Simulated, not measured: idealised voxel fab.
Process module under the name voxel transistor to metal
The cross-section shown here is cut; it is 205 nm wide and divided into square cells measuring 5 nm on a side.
Heads up, the way a cross-section reads in here is a grid of square cells, handed over as bands from the top down, with every band being one or more rows of cells. Per band: top height and bottom height in nm, followed by the left-to-right materials and their widths in nm; "full width" marks a single material spanning edge to edge, "air" marks empty space. Height is counted from the level 0, under which the received wafer is composed throughout of one material. The lowest of the bands is not closed at the bottom but continues downward, in the notation "from 0 down". Per-row width for "30->40": begins at first number (top row of band), ends at second number (bottom row), increment between rows held constant. It should be understood that the words "identical to before", when stated for a given step, signify that the cross-section underwent no change in any of its cells during that step. "Sealed voids" specifies each empty space that is not open to the top and that occupies no fewer than 8 cells, using the form width x height at distance, the distance measured from the left edge and all three quantities in nm. Heads up: the bit after the settings on a step's line is the simulator's remark on that step. The optional step-line setting "overlay nm" applies to steps with a mask and quantifies how far to the right of its planned location the mask lay, a negative value indicating leftward placement.
[So here's the lineup of process steps we planned]
1. RECEIVE [material Si]
2. CONFORMAL_DEP [material SiO2] [thk nm 5]
3. CONFORMAL_DEP [material SiN] [thk nm 15]
4. PATTERN [tone cover] [mask id ACTIVE] [material resist] [width nm 105] [thk nm 20] [overlay nm 0]
5. DIRECTIONAL_ETCH [etch materials SiN] [depth nm 15]
6. DIRECTIONAL_ETCH [etch materials SiO2] [depth nm 5]
7. DIRECTIONAL_ETCH [etch materials Si] [depth nm 30]
8. STRIP [etch materials resist]
9. OXIDIZE [depth nm 5]
10. FILL_DEP [material SiO2] [thk nm 15]
11. CMP [height nm 20]
12. SELECTIVE_ETCH [etch materials SiO2] [depth nm 15]
13. STRIP [etch materials SiN]
14. SELECTIVE_ETCH [etch materials SiO2] [depth nm 5]
15. OXIDIZE [depth nm 5]
16. DIRECTIONAL_DEP [material polySi] [thk nm 25]
17. DIRECTIONAL_DEP [material SiCN] [thk nm 10]
18. PATTERN [tone cover] [mask id GATE] [material resist] [width nm 25] [thk nm 15] [overlay nm 0]
19. DIRECTIONAL_ETCH [etch materials SiCN] [depth nm 20]
20. DIRECTIONAL_ETCH [etch materials polySi] [depth nm 35]
21. STRIP [etch materials resist]
22. CONFORMAL_DEP [material SiN] [thk nm 10]
23. DIRECTIONAL_ETCH [etch materials SiN] [depth nm 10]
24. DIRECTIONAL_ETCH [etch materials SiO2] [depth nm 5]
25. EPI [material nSi] [thk nm 5]
26. FILL_DEP [material SiO2] [thk nm 10]
27. CMP [height nm 25]
28. STRIP [etch materials polySi]
29. SELECTIVE_ETCH [etch materials SiO2] [depth nm 5]
30. CONFORMAL_DEP [material HfO2] [thk nm 5]
31. CONFORMAL_DEP [material TiN] [thk nm 5]
32. FILL_DEP [material W] [thk nm 10]
33. CMP [height nm 20]
34. DIRECTIONAL_DEP [material SiO2] [thk nm 15]
35. MASKED_ETCH [tone open] [mask id CONTACT] [width nm 15] [pitch nm 80] [etch materials SiO2] [depth nm 35] [overlay nm 0]
36. CONFORMAL_DEP [material TiN] [thk nm 5]
37. FILL_DEP [material W] [thk nm 5]
38. CMP [height nm 35]
39. DIRECTIONAL_DEP [material TiN] [thk nm 5]
40. DIRECTIONAL_DEP [material W] [thk nm 15]
41. DIRECTIONAL_DEP [material aC] [thk nm 10]
42. PATTERN [tone cover] [mask id METAL_1] [material resist] [width nm 15] [pitch nm 80] [thk nm 25] [overlay nm 0]
43. DIRECTIONAL_ETCH [etch materials aC] [depth nm 10]
44. STRIP [etch materials resist]
45. DIRECTIONAL_ETCH [etch materials W] [depth nm 15]
46. DIRECTIONAL_ETCH [etch materials TiN] [depth nm 5]
47. STRIP [etch materials aC]
48. CONFORMAL_DEP [material SiCN] [thk nm 5]
49. FILL_DEP [material SiO2] [thk nm 10]
50. CMP [height nm 55]
51. CONFORMAL_DEP [material SiCN] [thk nm 5]
52. DIRECTIONAL_DEP [material SiO2] [thk nm 30]
53. MASKED_ETCH [tone open] [mask id METAL_2] [width nm 15] [pitch nm 80] [etch materials SiO2] [depth nm 20] [overlay nm 0]
54. DIRECTIONAL_DEP [material aC] [thk nm 15]
55. PATTERN [tone open] [mask id METAL_2_HOLES] [material resist] [width nm 15] [pitch nm 80] [thk nm 35] [overlay nm 0]
56. DIRECTIONAL_ETCH [etch materials aC] [depth nm 15]
57. STRIP [etch materials resist]
58. DIRECTIONAL_ETCH [etch materials SiO2] [depth nm 10]
59. DIRECTIONAL_ETCH [etch materials SiCN] [depth nm 5]
60. STRIP [etch materials aC]
61. CONFORMAL_DEP [material TiN] [thk nm 5]
62. FILL_DEP [material Cu] [thk nm 5]
63. CMP [height nm 90]
64. CONFORMAL_DEP [material SiCN] [thk nm 5]
[as received, after step 1]
* from 0 down | Si full width
* Sealed voids: none
[End-of-module XS, first of two wafers, run as planned]
* from 95 to 90 | SiCN full width
* from 90 to 60 | SiO2: 55  TiN: 5  Cu: 5  TiN: 5  SiO2: 65  TiN: 5  Cu: 5  TiN: 5  SiO2: 55
* from 60 to 55 | SiCN: 55  TiN: 15  SiCN: 65  TiN: 15  SiCN: 55
* from 55 to 40 | SiO2: 50  SiCN: 5  W: 15  SiCN: 5  SiO2: 55  SiCN: 5  W: 15  SiCN: 5  SiO2: 50
* from 40 to 35 | SiCN: 55  TiN: 15  SiCN: 65  TiN: 15  SiCN: 55
* from 35 to 20 | SiO2: 55  TiN: 5  W: 5  TiN: 5  SiO2: 65  TiN: 5  W: 5  TiN: 5  SiO2: 55
* from 20 to 5 | SiO2: 55  TiN: 5  W: 5  TiN: 5  SiO2: 10  SiN: 10  HfO2: 5  TiN: 5  W: 5  TiN: 5  HfO2: 5  SiN: 10  SiO2: 10  TiN: 5  W: 5  TiN: 5  SiO2: 55
* from 5 to 0 | SiO2: 55  TiN: 15  SiO2: 10  SiN: 10  HfO2: 5  TiN: 15  HfO2: 5  SiN: 10  SiO2: 10  TiN: 15  SiO2: 55
* from 0 to -5 | SiO2: 50  nSi: 30  SiO2: 5  HfO2: 35  SiO2: 5  nSi: 30  SiO2: 50
* from -5 to -35 | SiO2: 55  Si: 95  SiO2: 55
* from -35 down | Si full width
* Sealed voids: none
[Second wafer of the two, sectioned at the end of the module. It began like the first and followed the same plan, but one mistake was made while running it]
* from 95 to 90 | SiCN full width
* from 90 to 60 | SiO2: 55  TiN: 5  Cu: 5  TiN: 5  SiO2: 65  TiN: 5  Cu: 5  TiN: 5  SiO2: 55
* from 60 to 55 | SiCN: 55  TiN: 15  SiCN: 65  TiN: 15  SiCN: 55
* from 55 to 40 | SiO2: 50  SiCN: 5  W: 15  SiCN: 5  SiO2: 55  SiCN: 5  W: 15  SiCN: 5  SiO2: 50
* from 40 to 35 | SiCN: 55  TiN: 15  SiCN: 65  TiN: 15  SiCN: 55
* from 35 to 20 | SiO2: 55  TiN: 5  HfO2: 5  TiN: 5  SiO2: 65  TiN: 5  HfO2: 5  TiN: 5  SiO2: 55
* from 20 to 5 | SiO2: 55  TiN: 5  HfO2: 5  TiN: 5  SiO2: 10  SiN: 10  HfO2: 5  TiN: 5  W: 5  TiN: 5  HfO2: 5  SiN: 10  SiO2: 10  TiN: 5  HfO2: 5  TiN: 5  SiO2: 55
* from 5 to 0 | SiO2: 55  TiN: 15  SiO2: 10  SiN: 10  HfO2: 5  TiN: 15  HfO2: 5  SiN: 10  SiO2: 10  TiN: 15  SiO2: 55
* from 0 to -5 | SiO2: 50  nSi: 30  SiO2: 5  HfO2: 35  SiO2: 5  nSi: 30  SiO2: 50
* from -5 to -35 | SiO2: 55  Si: 95  SiO2: 55
* from -35 down | Si full width
* Sealed voids: none
Finding, execution versus plan: it should be noted that step 37 was executed with settings other than those planned, the operation and settings actually applied being FILL_DEP [material HfO2] [thk nm 5]
Looking at both finished wafers in cells, the second ends up ahead of or behind the first on some materials: +12 HfO2; -12 W
